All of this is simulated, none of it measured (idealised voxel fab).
The following process module bears the name voxel self aligned vias.
Each square cell in cross-section cut measures 5 nm, and the section as a whole is 265 nm wide.
This document writes a cross-section as a grid whose cells are square, and gives it as bands, listed from the top down; one or more rows of cells form a band.
Heights first: top, then bottom, in nm. Then materials, left to right, each with a width in nm. "all across" on a single material: fills the band edge to edge. "blank": empty space.
Zero point of the height axis is 0; under it, received wafer = one material. Lowest band: continues down indefinitely, "0 and below".
A two-number width, for instance "30 to 40", indicates that the width is equal to the first number in the top row of the band and to the second number in the bottom row, and that it changes by a constant amount per row of cells.
Take "remained unchanged" at face value: in the step it is given for, the cross-section changed in none of its cells.
Look at "Enclosed void list" for the closed voids: empty spaces with no open path to the top, sized 8 cells or up. Each is width x height at distance, distance from the left edge, all nm.
It should be noted that, on the line of a given step, the content following the step's settings is a remark produced by the simulator itself with respect to that step.
overlay nm: on a step with a mask, how far right of its planned place the mask lay; negative means left.

-- Here's what the planned process steps look like
step 1: RECEIVE | material Si
step 2: CONFORMAL_DEP | material SiO2 | thk nm 10
step 3: CONFORMAL_DEP | material SiCN | thk nm 5
step 4: DIRECTIONAL_DEP | material SiO2 | thk nm 25
step 5: MASKED_ETCH | tone open | mask id LINES | width nm 25 | pitch nm 60 | etch materials SiO2 | depth nm 25 | overlay nm 0
step 6: CONFORMAL_DEP | material TiN | thk nm 5
step 7: FILL_DEP | material W | thk nm 10
step 8: CMP | height nm 40
step 9: SELECTIVE_ETCH | etch materials W Ru TiN | depth nm 5
step 10: FILL_DEP | material SiN | thk nm 10
step 11: CMP | height nm 40
step 12: DIRECTIONAL_DEP | material SiO2 | thk nm 20
step 13: PATTERN | tone open | mask id VIAS | material resist | width nm 35 | pitch nm 120 | thk nm 20 | overlay nm 0
step 14: DIRECTIONAL_ETCH | etch materials SiO2 | depth nm 20
step 15: DIRECTIONAL_ETCH | etch materials SiN | depth nm 5
step 16: STRIP | etch materials resist
step 17: CONFORMAL_DEP | material TiN | thk nm 5
step 18: FILL_DEP | material Ru | thk nm 5
step 19: CMP | height nm 60
step 20: CONFORMAL_DEP | material SiN | thk nm 5

-- Received-state cross-section, reflecting completion of step 1
* 0 and below | Si all across
* Enclosed void list: none

-- Below is the wafer in cross-section after the module was completed. It began from the starting point shown above and followed the plan shown above, except that one mistake was made while running it
* 65 down to 60 | SiN all across
* 60 down to 40 | 55 SiO2 / 5 TiN / 25 Ru / 5 TiN / 85 SiO2 / 5 TiN / 25 Ru / 5 TiN / 55 SiO2
* 40 down to 35 | 55 SiN / 35 TiN / 85 SiN / 35 TiN / 55 SiN
* 35 down to 15 | 60 SiO2 / 5 TiN / 15 W / 5 TiN / 35 SiO2 / 5 TiN / 15 W / 5 TiN / 35 SiO2 / 5 TiN / 15 W / 5 TiN / 60 SiO2
* 15 down to 10 | 60 SiO2 / 25 TiN / 35 SiO2 / 25 TiN / 35 SiO2 / 25 TiN / 60 SiO2
* 10 down to 5 | SiCN all across
* 5 down to 0 | SiO2 all across
* 0 and below | Si all across
* Enclosed void list: none
So what did we get wrong on this run? note that step 2 departed from the planned setting and was carried out as CONFORMAL_DEP | material SiO2 | thk nm 5
